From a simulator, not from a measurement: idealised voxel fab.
process module | voxel trench capacitor
cross-section cut | 285 nm wide | cells 5 nm
A cross-section is a grid of square cells, given in bands from the top down. A band is one or more rows of cells.
Each band's line starts with the height of the band's top and of its bottom, in nm. Then come its materials from left to right, each with its width in nm. One material with "throughout" fills the band from edge to edge. "air" is empty space.
Height 0 is the level under which the wafer as received is all one material. The lowest band goes on downwards, as in "0 down".
A width such as "30 to 40" changes by the same amount from each row of cells to the next, from the band's top row to its bottom row.
"no change" after a step means that no cell of the cross-section changed.
closed voids: empty space of 8 cells or more with no open way to the top, each as width x height at its distance from the left edge, in nm
after a step's settings: what the simulator itself notes on the step
overlay nm, on a step with a mask: how far to the right of its planned place the mask lay; to the left if negative
plan
1 op RECEIVE | material Si
2 op CONFORMAL_DEP | material SiN | thk nm 5
3 op MASKED_ETCH | tone open | mask id TRENCH | width nm 25 | pitch nm 40 | etch materials SiN | depth nm 5 | overlay nm 0
4 op MASKED_ETCH | tone open | mask id TRENCH | width nm 25 | pitch nm 40 | etch materials Si | depth nm 35 | overlay nm 0
5 op CONFORMAL_DEP | material Al2O3 | thk nm 5
6 op CONFORMAL_DEP | material TiN | thk nm 5
7 op FILL_DEP | material W | thk nm 10
8 op CMP | height nm 5
first wafer, as planned
as received, after step 1
  0 down: Si throughout
  closed voids: none
after step 2
  5 to 0: SiN throughout
  below 0: unchanged
after step 3
  5 to 0: SiN 70 | air 25 | SiN 15 | air 25 | SiN 15 | air 25 | SiN 15 | air 25 | SiN 70
  below 0: unchanged
after step 4
  5 to 0: SiN 70 | air 25 | SiN 15 | air 25 | SiN 15 | air 25 | SiN 15 | air 25 | SiN 70
  0 to -35: Si 70 | air 25 | Si 15 | air 25 | Si 15 | air 25 | Si 15 | air 25 | Si 70
  below -35: unchanged
after step 5
  10 to 5: Al2O3 75 | air 15 | Al2O3 25 | air 15 | Al2O3 25 | air 15 | Al2O3 25 | air 15 | Al2O3 75
  5 to 0: SiN 70 | Al2O3 5 | air 15 | Al2O3 5 | SiN 15 | Al2O3 5 | air 15 | Al2O3 5 | SiN 15 | Al2O3 5 | air 15 | Al2O3 5 | SiN 15 | Al2O3 5 | air 15 | Al2O3 5 | SiN 70
  0 to -30: Si 70 | Al2O3 5 | air 15 | Al2O3 5 | Si 15 | Al2O3 5 | air 15 | Al2O3 5 | Si 15 | Al2O3 5 | air 15 | Al2O3 5 | Si 15 | Al2O3 5 | air 15 | Al2O3 5 | Si 70
  -30 to -35: Si 70 | Al2O3 25 | Si 15 | Al2O3 25 | Si 15 | Al2O3 25 | Si 15 | Al2O3 25 | Si 70
  below -35: unchanged
after step 6
  15 to 10: TiN 80 | air 5 | TiN 35 | air 5 | TiN 35 | air 5 | TiN 35 | air 5 | TiN 80
  10 to 5: Al2O3 75 | TiN 5 | air 5 | TiN 5 | Al2O3 25 | TiN 5 | air 5 | TiN 5 | Al2O3 25 | TiN 5 | air 5 | TiN 5 | Al2O3 25 | TiN 5 | air 5 | TiN 5 | Al2O3 75
  5 to 0: SiN 70 | Al2O3 5 | TiN 5 | air 5 | TiN 5 | Al2O3 5 | SiN 15 | Al2O3 5 | TiN 5 | air 5 | TiN 5 | Al2O3 5 | SiN 15 | Al2O3 5 | TiN 5 | air 5 | TiN 5 | Al2O3 5 | SiN 15 | Al2O3 5 | TiN 5 | air 5 | TiN 5 | Al2O3 5 | SiN 70
  0 to -25: Si 70 | Al2O3 5 | TiN 5 | air 5 | TiN 5 | Al2O3 5 | Si 15 | Al2O3 5 | TiN 5 | air 5 | TiN 5 | Al2O3 5 | Si 15 | Al2O3 5 | TiN 5 | air 5 | TiN 5 | Al2O3 5 | Si 15 | Al2O3 5 | TiN 5 | air 5 | TiN 5 | Al2O3 5 | Si 70
  -25 to -30: Si 70 | Al2O3 5 | TiN 15 | Al2O3 5 | Si 15 | Al2O3 5 | TiN 15 | Al2O3 5 | Si 15 | Al2O3 5 | TiN 15 | Al2O3 5 | Si 15 | Al2O3 5 | TiN 15 | Al2O3 5 | Si 70
  below -30: unchanged
after step 7
  25 to 15: W throughout
  15 to 10: TiN 80 | W 5 | TiN 35 | W 5 | TiN 35 | W 5 | TiN 35 | W 5 | TiN 80
  10 to 5: Al2O3 75 | TiN 5 | W 5 | TiN 5 | Al2O3 25 | TiN 5 | W 5 | TiN 5 | Al2O3 25 | TiN 5 | W 5 | TiN 5 | Al2O3 25 | TiN 5 | W 5 | TiN 5 | Al2O3 75
  5 to 0: SiN 70 | Al2O3 5 | TiN 5 | W 5 | TiN 5 | Al2O3 5 | SiN 15 | Al2O3 5 | TiN 5 | W 5 | TiN 5 | Al2O3 5 | SiN 15 | Al2O3 5 | TiN 5 | W 5 | TiN 5 | Al2O3 5 | SiN 15 | Al2O3 5 | TiN 5 | W 5 | TiN 5 | Al2O3 5 | SiN 70
  0 to -25: Si 70 | Al2O3 5 | TiN 5 | W 5 | TiN 5 | Al2O3 5 | Si 15 | Al2O3 5 | TiN 5 | W 5 | TiN 5 | Al2O3 5 | Si 15 | Al2O3 5 | TiN 5 | W 5 | TiN 5 | Al2O3 5 | Si 15 | Al2O3 5 | TiN 5 | W 5 | TiN 5 | Al2O3 5 | Si 70
  below -25: unchanged
after step 8
  5 to 0: SiN 70 | Al2O3 5 | TiN 5 | W 5 | TiN 5 | Al2O3 5 | SiN 15 | Al2O3 5 | TiN 5 | W 5 | TiN 5 | Al2O3 5 | SiN 15 | Al2O3 5 | TiN 5 | W 5 | TiN 5 | Al2O3 5 | SiN 15 | Al2O3 5 | TiN 5 | W 5 | TiN 5 | Al2O3 5 | SiN 70
  below 0: unchanged
second wafer: like start, like plan, one mistake. Through step 2 it matches the first wafer
when step 3 should have ended
  5 to 0: air 70 | SiN 25 | air 15 | SiN 25 | air 15 | SiN 25 | air 15 | SiN 25 | air 70
  below 0: unchanged
when step 4 should have ended: no change
when step 5 should have ended
  10 to 5: air 65 | Al2O3 35 | air 5 | Al2O3 35 | air 5 | Al2O3 35 | air 5 | Al2O3 35 | air 65
  5 to 0: Al2O3 70 | SiN 25 | Al2O3 15 | SiN 25 | Al2O3 15 | SiN 25 | Al2O3 15 | SiN 25 | Al2O3 70
  below 0: unchanged
when step 6 should have ended
  15 to 10: air 60 | TiN 165 | air 60
  10 to 5: TiN 65 | Al2O3 35 | TiN 5 | Al2O3 35 | TiN 5 | Al2O3 35 | TiN 5 | Al2O3 35 | TiN 65
  below 5: unchanged
when step 7 should have ended
  25 to 15: W throughout
  15 to 10: W 60 | TiN 165 | W 60
  below 10: unchanged
when step 8 should have ended
  5 to 0: Al2O3 70 | SiN 25 | Al2O3 15 | SiN 25 | Al2O3 15 | SiN 25 | Al2O3 15 | SiN 25 | Al2O3 70
  below 0: unchanged
what went wrong: step 3 ran as: op MASKED_ETCH | tone cover | mask id TRENCH | width nm 25 | pitch nm 40 | etch materials SiN | depth nm 5 | overlay nm 0
at the end the second wafer has, in cells: 39 fewer of Al2O3 | 140 more of Si | 17 fewer of SiN | 60 fewer of TiN | 24 fewer of W
